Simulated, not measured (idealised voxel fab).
The following is a process module called voxel capacitor over wiring.
cross-section cut | 295 nm wide | cells 5 nm
Cross-section spec: square-cell grid; bands listed top down; each band is one or more rows.
The entry gives the band's vertical extent as a top height and a bottom height in nm, then its horizontal make-up as materials from left to right, each with a width in nm. "empty" stands for empty space; a single material marked "all across" fills the band edge to edge.
Note: height 0 marks the level under which the wafer is uniformly one material as received. Lowest band unbounded below, written "0 and below".
Read "30..40" as a graded width: first number on top, second number at the bottom, same change between each pair of neighbouring rows.
It should be understood that the words "changes: none", when stated for a given step, signify that the cross-section underwent no change in any of its cells during that step.
"Catalogued sealed voids" means: voids of 8 cells or more that are shut off from the top with no open way through. Written width x height at distance, distance from the left edge, in nm.
Post-settings text on a step line: simulator's own remark regarding the step.
"overlay nm" denotes, for a step that has a mask, the displacement of the mask to the right of its planned place, with negative values corresponding to the left.
For the reader: what remains of this document is a series of pairs, each showing a cross-section before one process step and a cross-section after that step which reaches down only to the lowest band that changed, with the step between them and its settings set out under the pair. It should not be assumed that a pair continues from the pair above it; the pairs can come from different runs of this module on the same starting wafer, and such continuity exists only where the entry headed "Before this step" says so.

## Before this step
- 100 down to 95 = Cu all across
- 95 down to 90 = TiN: 120  Cu: 5  TiN: 170
- 90 down to 85 = SiO2: 115  TiN: 5  Cu: 5  TiN: 5  SiO2: 165
- 85 down to 80 = SiO2: 115  TiN: 15  SiO2: 165
- 80 down to 70 = SiO2: 105  TiN: 60  SiO2: 130
- 70 down to 65 = SiO2: 105  Al2O3: 60  SiO2: 130
- 65 down to 55 = SiO2: 100  TiN: 70  SiO2: 125
- 55 down to 45 = SiO2: 105  TiN: 5  W: 5  TiN: 5  SiO2: 175
- 45 down to 40 = SiCN: 105  TiN: 15  SiCN: 175
- 40 down to 15 = SiO2: 90  TiN: 5  W: 20  TiN: 5  SiO2: 55  TiN: 5  W: 20  TiN: 5  SiO2: 90
- 15 down to 10 = SiCN: 90  TiN: 30  SiCN: 55  TiN: 30  SiCN: 90
- 10 down to 0 = SiO2 all across
- 0 and below = Si all across
- Catalogued sealed voids: none

## Post-Step Cross-Section
- 80 down to 70 = SiO2: 105  TiN: 60  SiO2: 130
- Below 70, no change.
- Catalogued sealed voids: none
The two cross-sections above bracket this step: CMP: height nm 80

Before this step: the pre-step structure is the one depicted after the step in the pair just above.

## Post-Step Cross-Section
- 85 down to 80 = SiN all across
- Below 80, no change.
- Catalogued sealed voids: none
The two cross-sections above bracket this step: CONFORMAL_DEP: material SiN, thk nm 5

## Before this step
- 80 down to 70 = TiN all across
- 70 down to 65 = Al2O3 all across
- 65 down to 55 = TiN all across
- 55 down to 45 = SiO2: 105  TiN: 5  W: 5  TiN: 5  SiO2: 175
- 45 down to 40 = SiCN: 105  TiN: 15  SiCN: 175
- 40 down to 15 = SiO2: 90  TiN: 5  W: 20  TiN: 5  SiO2: 55  TiN: 5  W: 20  TiN: 5  SiO2: 90
- 15 down to 10 = SiCN: 90  TiN: 30  SiCN: 55  TiN: 30  SiCN: 90
- 10 down to 0 = SiO2 all across
- 0 and below = Si all across
- Catalogued sealed voids: none

## Post-Step Cross-Section
- 80 down to 70 = empty: 110  TiN: 50  empty: 135
- Below 70, no change.
- Catalogued sealed voids: none
The two cross-sections above bracket this step: MASKED_ETCH: tone cover, mask id UPPER_PLATE, width nm 50, etch materials TiN, depth nm 10, overlay nm 0

Before this step: the pre-step structure is the one depicted after the step in the pair just above.

## Post-Step Cross-Section
- 80 down to 70 = empty: 110  TiN: 50  empty: 135
- 70 down to 65 = empty: 105  Al2O3: 60  empty: 130
- Below 65, no change.
- Catalogued sealed voids: none
The two cross-sections above bracket this step: MASKED_ETCH: tone cover, mask id UPPER_PLATE, width nm 60, etch materials Al2O3, depth nm 5, overlay nm 0

Before this step: the pre-step structure is the one depicted after the step in the pair just above.

## Post-Step Cross-Section
- 80 down to 70 = empty: 110  TiN: 50  empty: 135
- 70 down to 65 = empty: 105  Al2O3: 60  empty: 130
- 65 down to 55 = empty: 100  TiN: 70  empty: 125
- Below 55, no change.
- Catalogued sealed voids: none
The two cross-sections above bracket this step: MASKED_ETCH: tone cover, mask id LOWER_PLATE, width nm 70, etch materials TiN, depth nm 10, overlay nm 0

Before this step: the pre-step structure is the one depicted after the step in the pair just above.

## Post-Step Cross-Section
- 95 down to 80 = SiO2 all across
- 80 down to 70 = SiO2: 110  TiN: 50  SiO2: 135
- 70 down to 65 = SiO2: 105  Al2O3: 60  SiO2: 130
- 65 down to 55 = SiO2: 100  TiN: 70  SiO2: 125
- Below 55, no change.
- Catalogued sealed voids: none
The two cross-sections above bracket this step: FILL_DEP: material SiO2, thk nm 15

Before this step: the pre-step structure is the one depicted after the step in the pair just above.

## Post-Step Cross-Section
- 90 down to 80 = SiO2 all across
- Below 80, no change.
- Catalogued sealed voids: none
The two cross-sections above bracket this step: CMP: height nm 90

Before this step: the pre-step structure is the one depicted after the step in the pair just above.

## Post-Step Cross-Section
- 105 down to 90 = resist: 115  empty: 15  resist: 165
- Below 90, no change.
- Catalogued sealed voids: none
The two cross-sections above bracket this step: PATTERN: tone open, mask id PLUG_2, material resist, width nm 15, thk nm 15, overlay nm 0

Before this step: the pre-step structure is the one depicted after the step in the pair just above.

## Post-Step Cross-Section
- 105 down to 90 = resist: 115  empty: 15  resist: 165
- 90 down to 80 = SiO2: 115  empty: 15  SiO2: 165
- Below 80, no change.
- Catalogued sealed voids: none
The two cross-sections above bracket this step: DIRECTIONAL_ETCH: etch materials SiO2, depth nm 10

Before this step: the pre-step structure is the one depicted after the step in the pair just above.

## Post-Step Cross-Section
- 90 down to 80 = SiO2: 115  empty: 15  SiO2: 165
- Below 80, no change.
- Catalogued sealed voids: none
The two cross-sections above bracket this step: STRIP: etch materials resist

Before this step: the pre-step structure is the one depicted after the step in the pair just above.

## Post-Step Cross-Section
- 95 down to 90 = TiN: 120  empty: 5  TiN: 170
- 90 down to 85 = SiO2: 115  TiN: 5  empty: 5  TiN: 5  SiO2: 165
- 85 down to 80 = SiO2: 115  TiN: 15  SiO2: 165
- Below 80, no change.
- Catalogued sealed voids: none
The two cross-sections above bracket this step: CONFORMAL_DEP: material TiN, thk nm 5

Before this step: the pre-step structure is the one depicted after the step in the pair just above.

## Post-Step Cross-Section
- 100 down to 95 = Cu all across
- 95 down to 90 = TiN: 120  Cu: 5  TiN: 170
- 90 down to 85 = SiO2: 115  TiN: 5  Cu: 5  TiN: 5  SiO2: 165
- Below 85, no change.
- Catalogued sealed voids: none
The two cross-sections above bracket this step: FILL_DEP: material Cu, thk nm 5

Before this step: the pre-step structure is the one depicted after the step in the pair just above.

## Post-Step Cross-Section
- 90 down to 85 = SiO2: 115  TiN: 5  Cu: 5  TiN: 5  SiO2: 165
- Below 85, no change.
- Catalogued sealed voids: none
The two cross-sections above bracket this step: CMP: height nm 90

Before this step: the pre-step structure is the one depicted after the step in the pair just above.

## Post-Step Cross-Section
- 95 down to 90 = SiN all across
- Below 90, no change.
- Catalogued sealed voids: none
The two cross-sections above bracket this step: CONFORMAL_DEP: material SiN, thk nm 5

## Before this step
- 55 down to 45 = SiO2 all across
- 45 down to 40 = SiCN all across
- 40 down to 15 = SiO2: 90  TiN: 5  W: 20  TiN: 5  SiO2: 55  TiN: 5  W: 20  TiN: 5  SiO2: 90
- 15 down to 10 = SiCN: 90  TiN: 30  SiCN: 55  TiN: 30  SiCN: 90
- 10 down to 0 = SiO2 all across
- 0 and below = Si all across
- Catalogued sealed voids: none

## Post-Step Cross-Section
- 70 down to 55 = resist: 100  empty: 15  resist: 180
- Below 55, no change.
- Catalogued sealed voids: none
The two cross-sections above bracket this step: PATTERN: tone open, mask id PLUG_1, material resist, width nm 15, thk nm 15, overlay nm -5

Before this step: the pre-step structure is the one depicted after the step in the pair just above.

## Post-Step Cross-Section
- 70 down to 55 = resist: 100  empty: 15  resist: 180
- 55 down to 45 = SiO2: 100  empty: 15  SiO2: 180
- Below 45, no change.
- Catalogued sealed voids: none
The two cross-sections above bracket this step: DIRECTIONAL_ETCH: etch materials SiO2, depth nm 10

Before this step: the pre-step structure is the one depicted after the step in the pair just above.

## Post-Step Cross-Section
- 70 down to 55 = resist: 100  empty: 15  resist: 180
- 55 down to 45 = SiO2: 100  empty: 15  SiO2: 180
- 45 down to 40 = SiCN: 100  empty: 15  SiCN: 180
- Below 40, no change.
- Catalogued sealed voids: none
The two cross-sections above bracket this step: DIRECTIONAL_ETCH: etch materials SiCN, depth nm 5

Before this step: the pre-step structure is the one depicted after the step in the pair just above.

## Post-Step Cross-Section
- 55 down to 45 = SiO2: 100  empty: 15  SiO2: 180
- Below 45, no change.
- Catalogued sealed voids: none
The two cross-sections above bracket this step: STRIP: etch materials resist

Before this step: the pre-step structure is the one depicted after the step in the pair just above.

## Post-Step Cross-Section
- 60 down to 55 = TiN: 105  empty: 5  TiN: 185
- 55 down to 45 = SiO2: 100  TiN: 5  empty: 5  TiN: 5  SiO2: 180
- 45 down to 40 = SiCN: 100  TiN: 15  SiCN: 180
- Below 40, no change.
- Catalogued sealed voids: none
The two cross-sections above bracket this step: CONFORMAL_DEP: material TiN, thk nm 5

Before this step: the pre-step structure is the one depicted after the step in the pair just above.

## Post-Step Cross-Section
- 65 down to 60 = W all across
- 60 down to 55 = TiN: 105  W: 5  TiN: 185
- 55 down to 45 = SiO2: 100  TiN: 5  W: 5  TiN: 5  SiO2: 180
- Below 45, no change.
- Catalogued sealed voids: none
The two cross-sections above bracket this step: FILL_DEP: material W, thk nm 5

Before this step: the pre-step structure is the one depicted after the step in the pair just above.

## Post-Step Cross-Section
- 55 down to 45 = SiO2: 100  TiN: 5  W: 5  TiN: 5  SiO2: 180
- Below 45, no change.
- Catalogued sealed voids: none
The two cross-sections above bracket this step: CMP: height nm 55

Before this step: the pre-step structure is the one depicted after the step in the pair just above.

## Post-Step Cross-Section
- 65 down to 55 = TiN all across
- Below 55, no change.
- Catalogued sealed voids: none
The two cross-sections above bracket this step: DIRECTIONAL_DEP: material TiN, thk nm 10

Before this step: the pre-step structure is the one depicted after the step in the pair just above.

## Post-Step Cross-Section
- 70 down to 65 = Al2O3 all across
- Below 65, no change.
- Catalogued sealed voids: none
The two cross-sections above bracket this step: DIRECTIONAL_DEP: material Al2O3, thk nm 5

Before this step: the pre-step structure is the one depicted after the step in the pair just above.

## Post-Step Cross-Section
- 80 down to 70 = TiN all across
- Below 70, no change.
- Catalogued sealed voids: none
The two cross-sections above bracket this step: DIRECTIONAL_DEP: material TiN, thk nm 10

Before this step: the pre-step structure is the one depicted after the step in the pair just above.

## Post-Step Cross-Section
- 80 down to 70 = empty: 105  TiN: 60  empty: 130
- Below 70, no change.
- Catalogued sealed voids: none
The two cross-sections above bracket this step: MASKED_ETCH: tone cover, mask id UPPER_PLATE, width nm 60, etch materials TiN, depth nm 10, overlay nm 0

Before this step: the pre-step structure is the one depicted after the step in the pair just above.

## Post-Step Cross-Section
- 80 down to 70 = empty: 105  TiN: 60  empty: 130
- 70 down to 65 = empty: 105  Al2O3: 60  empty: 130
- Below 65, no change.
- Catalogued sealed voids: none
The two cross-sections above bracket this step: MASKED_ETCH: tone cover, mask id UPPER_PLATE, width nm 60, etch materials Al2O3, depth nm 5, overlay nm 0

Before this step: the pre-step structure is the one depicted after the step in the pair just above.

## Post-Step Cross-Section
- 80 down to 70 = empty: 105  TiN: 60  empty: 130
- 70 down to 65 = empty: 105  Al2O3: 60  empty: 130
- 65 down to 55 = empty: 100  TiN: 70  empty: 125
- Below 55, no change.
- Catalogued sealed voids: none
The two cross-sections above bracket this step: MASKED_ETCH: tone cover, mask id LOWER_PLATE, width nm 70, etch materials TiN, depth nm 10, overlay nm 0

Before this step: the pre-step structure is the one depicted after the step in the pair just above.

## Post-Step Cross-Section
- 95 down to 80 = SiO2 all across
- 80 down to 70 = SiO2: 105  TiN: 60  SiO2: 130
- 70 down to 65 = SiO2: 105  Al2O3: 60  SiO2: 130
- 65 down to 55 = SiO2: 100  TiN: 70  SiO2: 125
- Below 55, no change.
- Catalogued sealed voids: none
The two cross-sections above bracket this step: FILL_DEP: material SiO2, thk nm 15

Before this step: the pre-step structure is the one depicted after the step in the pair just above.

## Post-Step Cross-Section
- 90 down to 80 = SiO2 all across
- Below 80, no change.
- Catalogued sealed voids: none
The two cross-sections above bracket this step: CMP: height nm 90

Before this step: the pre-step structure is the one depicted after the step in the pair just above.

## Post-Step Cross-Section
- 105 down to 90 = resist: 115  empty: 15  resist: 165
- Below 90, no change.
- Catalogued sealed voids: none
The two cross-sections above bracket this step: PATTERN: tone open, mask id PLUG_2, material resist, width nm 15, thk nm 15, overlay nm 0

Before this step: the pre-step structure is the one depicted after the step in the pair just above.

## Post-Step Cross-Section
- 105 down to 90 = resist: 115  empty: 15  resist: 165
- 90 down to 80 = SiO2: 115  empty: 15  SiO2: 165
- Below 80, no change.
- Catalogued sealed voids: none
The two cross-sections above bracket this step: DIRECTIONAL_ETCH: etch materials SiO2, depth nm 10

Before this step: the pre-step structure is the one depicted after the step in the pair just above.

## Post-Step Cross-Section
- 90 down to 80 = SiO2: 115  empty: 15  SiO2: 165
- Below 80, no change.
- Catalogued sealed voids: none
The two cross-sections above bracket this step: STRIP: etch materials resist

Before this step: the pre-step structure is the one depicted after the step in the pair just above.

## Post-Step Cross-Section
- 95 down to 90 = TiN: 120  empty: 5  TiN: 170
- 90 down to 85 = SiO2: 115  TiN: 5  empty: 5  TiN: 5  SiO2: 165
- 85 down to 80 = SiO2: 115  TiN: 15  SiO2: 165
- Below 80, no change.
- Catalogued sealed voids: none
The two cross-sections above bracket this step: CONFORMAL_DEP: material TiN, thk nm 5

Before this step: the pre-step structure is the one depicted after the step in the pair just above.

## Post-Step Cross-Section
- 100 down to 95 = Cu all across
- 95 down to 90 = TiN: 120  Cu: 5  TiN: 170
- 90 down to 85 = SiO2: 115  TiN: 5  Cu: 5  TiN: 5  SiO2: 165
- Below 85, no change.
- Catalogued sealed voids: none
The two cross-sections above bracket this step: FILL_DEP: material Cu, thk nm 5

Before this step: the pre-step structure is the one depicted after the step in the pair just above.

## Post-Step Cross-Section
- 90 down to 85 = SiO2: 115  TiN: 5  Cu: 5  TiN: 5  SiO2: 165
- Below 85, no change.
- Catalogued sealed voids: none
The two cross-sections above bracket this step: CMP: height nm 90

Before this step: the pre-step structure is the one depicted after the step in the pair just above.

## Post-Step Cross-Section
- 95 down to 90 = SiN all across
- Below 90, no change.
- Catalogued sealed voids: none
The two cross-sections above bracket this step: CONFORMAL_DEP: material SiN, thk nm 5

## Before this step
- 55 down to 45 = SiO2: 105  empty: 15  SiO2: 175
- 45 down to 40 = SiCN: 105  empty: 15  SiCN: 175
- 40 down to 15 = SiO2: 90  TiN: 5  W: 20  TiN: 5  SiO2: 55  TiN: 5  W: 20  TiN: 5  SiO2: 90
- 15 down to 10 = SiCN: 90  TiN: 30  SiCN: 55  TiN: 30  SiCN: 90
- 10 down to 0 = SiO2 all across
- 0 and below = Si all across
- Catalogued sealed voids: none

## Post-Step Cross-Section
- 60 down to 45 = SiO2: 110  empty: 5  SiO2: 180
- 45 down to 40 = SiCN: 105  SiO2: 15  SiCN: 175
- Below 40, no change.
- Catalogued sealed voids: none
The two cross-sections above bracket this step: CONFORMAL_DEP: material SiO2, thk nm 5

Before this step: the pre-step structure is the one depicted after the step in the pair just above.

## Post-Step Cross-Section
- 65 down to 60 = W all across
- 60 down to 45 = SiO2: 110  W: 5  SiO2: 180
- Below 45, no change.
- Catalogued sealed voids: none
The two cross-sections above bracket this step: FILL_DEP: material W, thk nm 5

Before this step: the pre-step structure is the one depicted after the step in the pair just above.

## Post-Step Cross-Section
- 55 down to 45 = SiO2: 110  W: 5  SiO2: 180
- Below 45, no change.
- Catalogued sealed voids: none
The two cross-sections above bracket this step: CMP: height nm 55

Before this step: the pre-step structure is the one depicted after the step in the pair just above.

## Post-Step Cross-Section
- 65 down to 55 = TiN all across
- Below 55, no change.
- Catalogued sealed voids: none
The two cross-sections above bracket this step: DIRECTIONAL_DEP: material TiN, thk nm 10

Before this step: the pre-step structure is the one depicted after the step in the pair just above.

## Post-Step Cross-Section
- 70 down to 65 = Al2O3 all across
- Below 65, no change.
- Catalogued sealed voids: none
The two cross-sections above bracket this step: DIRECTIONAL_DEP: material Al2O3, thk nm 5

Before this step: the pre-step structure is the one depicted after the step in the pair just above.

## Post-Step Cross-Section
- 80 down to 70 = TiN all across
- Below 70, no change.
- Catalogued sealed voids: none
The two cross-sections above bracket this step: DIRECTIONAL_DEP: material TiN, thk nm 10

Before this step: the pre-step structure is the one depicted after the step in the pair just above.

## Post-Step Cross-Section
- 80 down to 70 = empty: 105  TiN: 60  empty: 130
- Below 70, no change.
- Catalogued sealed voids: none
The two cross-sections above bracket this step: MASKED_ETCH: tone cover, mask id UPPER_PLATE, width nm 60, etch materials TiN, depth nm 10, overlay nm 0

Before this step: the pre-step structure is the one depicted after the step in the pair just above.

## Post-Step Cross-Section
- 80 down to 70 = empty: 105  TiN: 60  empty: 130
- 70 down to 65 = empty: 105  Al2O3: 60  empty: 130
- Below 65, no change.
- Catalogued sealed voids: none
The two cross-sections above bracket this step: MASKED_ETCH: tone cover, mask id UPPER_PLATE, width nm 60, etch materials Al2O3, depth nm 5, overlay nm 0

Before this step: the pre-step structure is the one depicted after the step in the pair just above.

## Post-Step Cross-Section
- 80 down to 70 = empty: 105  TiN: 60  empty: 130
- 70 down to 65 = empty: 105  Al2O3: 60  empty: 130
- 65 down to 55 = empty: 100  TiN: 70  empty: 125
- Below 55, no change.
- Catalogued sealed voids: none
The two cross-sections above bracket this step: MASKED_ETCH: tone cover, mask id LOWER_PLATE, width nm 70, etch materials TiN, depth nm 10, overlay nm 0

Before this step: the pre-step structure is the one depicted after the step in the pair just above.

## Post-Step Cross-Section
- 95 down to 80 = SiO2 all across
- 80 down to 70 = SiO2: 105  TiN: 60  SiO2: 130
- 70 down to 65 = SiO2: 105  Al2O3: 60  SiO2: 130
- 65 down to 55 = SiO2: 100  TiN: 70  SiO2: 125
- Below 55, no change.
- Catalogued sealed voids: none
The two cross-sections above bracket this step: FILL_DEP: material SiO2, thk nm 15

Before this step: the pre-step structure is the one depicted after the step in the pair just above.

## Post-Step Cross-Section
- 90 down to 80 = SiO2 all across
- Below 80, no change.
- Catalogued sealed voids: none
The two cross-sections above bracket this step: CMP: height nm 90

Before this step: the pre-step structure is the one depicted after the step in the pair just above.

## Post-Step Cross-Section
- 105 down to 90 = resist: 115  empty: 15  resist: 165
- Below 90, no change.
- Catalogued sealed voids: none
The two cross-sections above bracket this step: PATTERN: tone open, mask id PLUG_2, material resist, width nm 15, thk nm 15, overlay nm 0

Before this step: the pre-step structure is the one depicted after the step in the pair just above.

## Post-Step Cross-Section
- 105 down to 90 = resist: 115  empty: 15  resist: 165
- 90 down to 80 = SiO2: 115  empty: 15  SiO2: 165
- Below 80, no change.
- Catalogued sealed voids: none
The two cross-sections above bracket this step: DIRECTIONAL_ETCH: etch materials SiO2, depth nm 10

Before this step: the pre-step structure is the one depicted after the step in the pair just above.

## Post-Step Cross-Section
- 90 down to 80 = SiO2: 115  empty: 15  SiO2: 165
- Below 80, no change.
- Catalogued sealed voids: none
The two cross-sections above bracket this step: STRIP: etch materials resist

Before this step: the pre-step structure is the one depicted after the step in the pair just above.

## Post-Step Cross-Section
- 95 down to 90 = TiN: 120  empty: 5  TiN: 170
- 90 down to 85 = SiO2: 115  TiN: 5  empty: 5  TiN: 5  SiO2: 165
- 85 down to 80 = SiO2: 115  TiN: 15  SiO2: 165
- Below 80, no change.
- Catalogued sealed voids: none
The two cross-sections above bracket this step: CONFORMAL_DEP: material TiN, thk nm 5

Before this step: the pre-step structure is the one depicted after the step in the pair just above.

## Post-Step Cross-Section
- 100 down to 95 = Cu all across
- 95 down to 90 = TiN: 120  Cu: 5  TiN: 170
- 90 down to 85 = SiO2: 115  TiN: 5  Cu: 5  TiN: 5  SiO2: 165
- Below 85, no change.
- Catalogued sealed voids: none
The two cross-sections above bracket this step: FILL_DEP: material Cu, thk nm 5

Before this step: the pre-step structure is the one depicted after the step in the pair just above.

## Post-Step Cross-Section
- 90 down to 85 = SiO2: 115  TiN: 5  Cu: 5  TiN: 5  SiO2: 165
- Below 85, no change.
- Catalogued sealed voids: none
The two cross-sections above bracket this step: CMP: height nm 90

Before this step: the pre-step structure is the one depicted after the step in the pair just above.

## Post-Step Cross-Section
- 95 down to 90 = SiN all across
- Below 90, no change.
- Catalogued sealed voids: none
The two cross-sections above bracket this step: CONFORMAL_DEP: material SiN, thk nm 5

## Before this step
- 40 down to 15 = SiO2 all across
- 15 down to 10 = SiCN all across
- 10 down to 0 = SiO2 all across
- 0 and below = Si all across
- Catalogued sealed voids: none

## Post-Step Cross-Section
- 60 down to 40 = empty: 90  resist: 30  empty: 55  resist: 30  empty: 90
- Below 40, no change.
- Catalogued sealed voids: none
The two cross-sections above bracket this step: PATTERN: tone cover, mask id METAL_1, material resist, width nm 30, pitch nm 85, thk nm 20, overlay nm 0

Before this step: the pre-step structure is the one depicted after the step in the pair just above.

## Post-Step Cross-Section
- 60 down to 40 = empty: 90  resist: 30  empty: 55  resist: 30  empty: 90
- 40 down to 15 = empty: 90  SiO2: 30  empty: 55  SiO2: 30  empty: 90
- Below 15, no change.
- Catalogued sealed voids: none
The two cross-sections above bracket this step: DIRECTIONAL_ETCH: etch materials SiO2, depth nm 25

Before this step: the pre-step structure is the one depicted after the step in the pair just above.

## Post-Step Cross-Section
- 60 down to 40 = empty: 90  resist: 30  empty: 55  resist: 30  empty: 90
- 40 down to 15 = empty: 90  SiO2: 30  empty: 55  SiO2: 30  empty: 90
- 15 down to 10 = empty: 90  SiCN: 30  empty: 55  SiCN: 30  empty: 90
- Below 10, no change.
- Catalogued sealed voids: none
The two cross-sections above bracket this step: DIRECTIONAL_ETCH: etch materials SiCN, depth nm 5

Before this step: the pre-step structure is the one depicted after the step in the pair just above.

## Post-Step Cross-Section
- 40 down to 15 = empty: 90  SiO2: 30  empty: 55  SiO2: 30  empty: 90
- Below 15, no change.
- Catalogued sealed voids: none
The two cross-sections above bracket this step: STRIP: etch materials resist

Before this step: the pre-step structure is the one depicted after the step in the pair just above.

## Post-Step Cross-Section
- 45 down to 40 = empty: 85  TiN: 40  empty: 45  TiN: 40  empty: 85
- 40 down to 15 = empty: 85  TiN: 5  SiO2: 30  TiN: 5  empty: 45  TiN: 5  SiO2: 30  TiN: 5  empty: 85
- 15 down to 10 = TiN: 90  SiCN: 30  TiN: 55  SiCN: 30  TiN: 90
- Below 10, no change.
- Catalogued sealed voids: none
The two cross-sections above bracket this step: CONFORMAL_DEP: material TiN, thk nm 5

Before this step: the pre-step structure is the one depicted after the step in the pair just above.

## Post-Step Cross-Section
- 50 down to 45 = W all across
- 45 down to 40 = W: 85  TiN: 40  W: 45  TiN: 40  W: 85
- 40 down to 15 = W: 85  TiN: 5  SiO2: 30  TiN: 5  W: 45  TiN: 5  SiO2: 30  TiN: 5  W: 85
- Below 15, no change.
- Catalogued sealed voids: none
The two cross-sections above bracket this step: FILL_DEP: material W, thk nm 5

Before this step: the pre-step structure is the one depicted after the step in the pair just above.

## Post-Step Cross-Section
- 40 down to 15 = W: 85  TiN: 5  SiO2: 30  TiN: 5  W: 45  TiN: 5  SiO2: 30  TiN: 5  W: 85
- Below 15, no change.
- Catalogued sealed voids: none
The two cross-sections above bracket this step: CMP: height nm 40

Before this step: the pre-step structure is the one depicted after the step in the pair just above.

## Post-Step Cross-Section
- 45 down to 40 = SiCN all across
- Below 40, no change.
- Catalogued sealed voids: none
The two cross-sections above bracket this step: CONFORMAL_DEP: material SiCN, thk nm 5

Before this step: the pre-step structure is the one depicted after the step in the pair just above.

## Post-Step Cross-Section
- 55 down to 45 = SiO2 all across
- Below 45, no change.
- Catalogued sealed voids: none
The two cross-sections above bracket this step: DIRECTIONAL_DEP: material SiO2, thk nm 10

Before this step: the pre-step structure is the one depicted after the step in the pair just above.

## Post-Step Cross-Section
- 70 down to 55 = resist: 105  empty: 15  resist: 175
- Below 55, no change.
- Catalogued sealed voids: none
The two cross-sections above bracket this step: PATTERN: tone open, mask id PLUG_1, material resist, width nm 15, thk nm 15, overlay nm 0

Before this step: the pre-step structure is the one depicted after the step in the pair just above.

## Post-Step Cross-Section
- 70 down to 55 = resist: 105  empty: 15  resist: 175
- 55 down to 45 = SiO2: 105  empty: 15  SiO2: 175
- Below 45, no change.
- Catalogued sealed voids: none
The two cross-sections above bracket this step: DIRECTIONAL_ETCH: etch materials SiO2, depth nm 10

Before this step: the pre-step structure is the one depicted after the step in the pair just above.

## Post-Step Cross-Section
- 70 down to 55 = resist: 105  empty: 15  resist: 175
- 55 down to 45 = SiO2: 105  empty: 15  SiO2: 175
- 45 down to 40 = SiCN: 105  empty: 15  SiCN: 175
- Below 40, no change.
- Catalogued sealed voids: none
The two cross-sections above bracket this step: DIRECTIONAL_ETCH: etch materials SiCN, depth nm 5

Before this step: the pre-step structure is the one depicted after the step in the pair just above.

## Post-Step Cross-Section
- 55 down to 45 = SiO2: 105  empty: 15  SiO2: 175
- Below 45, no change.
- Catalogued sealed voids: none
The two cross-sections above bracket this step: STRIP: etch materials resist

Before this step: the pre-step structure is the one depicted after the step in the pair just above.

## Post-Step Cross-Section
- 60 down to 55 = TiN: 110  empty: 5  TiN: 180
- 55 down to 45 = SiO2: 105  TiN: 5  empty: 5  TiN: 5  SiO2: 175
- 45 down to 40 = SiCN: 105  TiN: 15  SiCN: 175
- Below 40, no change.
- Catalogued sealed voids: none
The two cross-sections above bracket this step: CONFORMAL_DEP: material TiN, thk nm 5

Before this step: the pre-step structure is the one depicted after the step in the pair just above.

## Post-Step Cross-Section
- 65 down to 60 = W all across
- 60 down to 55 = TiN: 110  W: 5  TiN: 180
- 55 down to 45 = SiO2: 105  TiN: 5  W: 5  TiN: 5  SiO2: 175
- Below 45, no change.
- Catalogued sealed voids: none
The two cross-sections above bracket this step: FILL_DEP: material W, thk nm 5

Before this step: the pre-step structure is the one depicted after the step in the pair just above.

## Post-Step Cross-Section
- 55 down to 45 = SiO2: 105  TiN: 5  W: 5  TiN: 5  SiO2: 175
- Below 45, no change.
- Catalogued sealed voids: none
The two cross-sections above bracket this step: CMP: height nm 55

Before this step: the pre-step structure is the one depicted after the step in the pair just above.

## Post-Step Cross-Section
- 65 down to 55 = TiN all across
- Below 55, no change.
- Catalogued sealed voids: none
The two cross-sections above bracket this step: DIRECTIONAL_DEP: material TiN, thk nm 10

Before this step: the pre-step structure is the one depicted after the step in the pair just above.

## Post-Step Cross-Section
- 70 down to 65 = Al2O3 all across
- Below 65, no change.
- Catalogued sealed voids: none
The two cross-sections above bracket this step: DIRECTIONAL_DEP: material Al2O3, thk nm 5

Before this step: the pre-step structure is the one depicted after the step in the pair just above.

## Post-Step Cross-Section
- 80 down to 70 = TiN all across
- Below 70, no change.
- Catalogued sealed voids: none
The two cross-sections above bracket this step: DIRECTIONAL_DEP: material TiN, thk nm 10

Before this step: the pre-step structure is the one depicted after the step in the pair just above.

## Post-Step Cross-Section
- 80 down to 70 = empty: 105  TiN: 60  empty: 130
- Below 70, no change.
- Catalogued sealed voids: none
The two cross-sections above bracket this step: MASKED_ETCH: tone cover, mask id UPPER_PLATE, width nm 60, etch materials TiN, depth nm 10, overlay nm 0

Before this step: the pre-step structure is the one depicted after the step in the pair just above.

## Post-Step Cross-Section
- 80 down to 70 = empty: 105  TiN: 60  empty: 130
- 70 down to 65 = empty: 105  Al2O3: 60  empty: 130
- Below 65, no change.
- Catalogued sealed voids: none
The two cross-sections above bracket this step: MASKED_ETCH: tone cover, mask id UPPER_PLATE, width nm 60, etch materials Al2O3, depth nm 5, overlay nm 0

Before this step: the pre-step structure is the one depicted after the step in the pair just above.

## Post-Step Cross-Section
- 80 down to 70 = empty: 105  TiN: 60  empty: 130
- 70 down to 65 = empty: 105  Al2O3: 60  empty: 130
- 65 down to 55 = empty: 100  TiN: 70  empty: 125
- Below 55, no change.
- Catalogued sealed voids: none
The two cross-sections above bracket this step: MASKED_ETCH: tone cover, mask id LOWER_PLATE, width nm 70, etch materials TiN, depth nm 10, overlay nm 0

Before this step: the pre-step structure is the one depicted after the step in the pair just above.

## Post-Step Cross-Section
- 95 down to 80 = SiO2 all across
- 80 down to 70 = SiO2: 105  TiN: 60  SiO2: 130
- 70 down to 65 = SiO2: 105  Al2O3: 60  SiO2: 130
- 65 down to 55 = SiO2: 100  TiN: 70  SiO2: 125
- Below 55, no change.
- Catalogued sealed voids: none
The two cross-sections above bracket this step: FILL_DEP: material SiO2, thk nm 15

Before this step: the pre-step structure is the one depicted after the step in the pair just above.

## Post-Step Cross-Section
- 90 down to 80 = SiO2 all across
- Below 80, no change.
- Catalogued sealed voids: none
The two cross-sections above bracket this step: CMP: height nm 90

Before this step: the pre-step structure is the one depicted after the step in the pair just above.

## Post-Step Cross-Section
- 105 down to 90 = resist: 115  empty: 15  resist: 165
- Below 90, no change.
- Catalogued sealed voids: none
The two cross-sections above bracket this step: PATTERN: tone open, mask id PLUG_2, material resist, width nm 15, thk nm 15, overlay nm 0

Before this step: the pre-step structure is the one depicted after the step in the pair just above.

## Post-Step Cross-Section
- 105 down to 90 = resist: 115  empty: 15  resist: 165
- 90 down to 80 = SiO2: 115  empty: 15  SiO2: 165
- Below 80, no change.
- Catalogued sealed voids: none
The two cross-sections above bracket this step: DIRECTIONAL_ETCH: etch materials SiO2, depth nm 10

Before this step: the pre-step structure is the one depicted after the step in the pair just above.

## Post-Step Cross-Section
- 90 down to 80 = SiO2: 115  empty: 15  SiO2: 165
- Below 80, no change.
- Catalogued sealed voids: none
The two cross-sections above bracket this step: STRIP: etch materials resist

Before this step: the pre-step structure is the one depicted after the step in the pair just above.

## Post-Step Cross-Section
- 95 down to 90 = TiN: 120  empty: 5  TiN: 170
- 90 down to 85 = SiO2: 115  TiN: 5  empty: 5  TiN: 5  SiO2: 165
- 85 down to 80 = SiO2: 115  TiN: 15  SiO2: 165
- Below 80, no change.
- Catalogued sealed voids: none
The two cross-sections above bracket this step: CONFORMAL_DEP: material TiN, thk nm 5
